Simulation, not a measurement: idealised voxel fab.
process module | voxel fin reveal
cross-section cut | 225 nm wide | cells 5 nm
A cross-section is a grid of square cells, given in bands from the top down. A band is one or more rows of cells.
Each band's line starts with the height of the band's top and of its bottom, in nm. Then come its materials from left to right, each with its width in nm. One material with "throughout" fills the band from edge to edge. "air" is empty space.
Height 0 is the level under which the wafer as received is all one material. The lowest band goes on downwards, as in "0 down".
A width such as "30 to 40" changes by the same amount from each row of cells to the next, from the band's top row to its bottom row.
"no change" after a step means that no cell of the cross-section changed.
closed voids: empty space of 8 cells or more with no open way to the top, each as width x height at its distance from the left edge, in nm
after a step's settings: what the simulator itself notes on the step
overlay nm, on a step with a mask: how far to the right of its planned place the mask lay; to the left if negative
plan
1 op RECEIVE | material Si
2 op CONFORMAL_DEP | material SiN | thk nm 5
3 op MASKED_ETCH | tone cover | mask id FINS | width nm 15 | pitch nm 35 | etch materials SiN | depth nm 5 | overlay nm 0
4 op MASKED_ETCH | tone cover | mask id FINS | width nm 15 | pitch nm 35 | etch materials Si | depth nm 35 | overlay nm 0
5 op FILL_DEP | material SiO2 | thk nm 5
6 op CMP | height nm 5
7 op SELECTIVE_ETCH | etch materials SiO2 | depth nm 30
8 op STRIP | etch materials SiN
9 op CONFORMAL_DEP | material SiO2 | thk nm 5
as received, after step 1
  0 down: Si throughout
  closed voids: none
a wafer at the end: this start, this plan, one mistake
  0 to -25: air 70 | Si 15 | air 20 | Si 15 | air 20 | Si 15 | air 70
  -25 to -35: SiO2 70 | Si 15 | SiO2 20 | Si 15 | SiO2 20 | Si 15 | SiO2 70
  -35 down: Si throughout
  closed voids: none
what went wrong: step 9 was left out
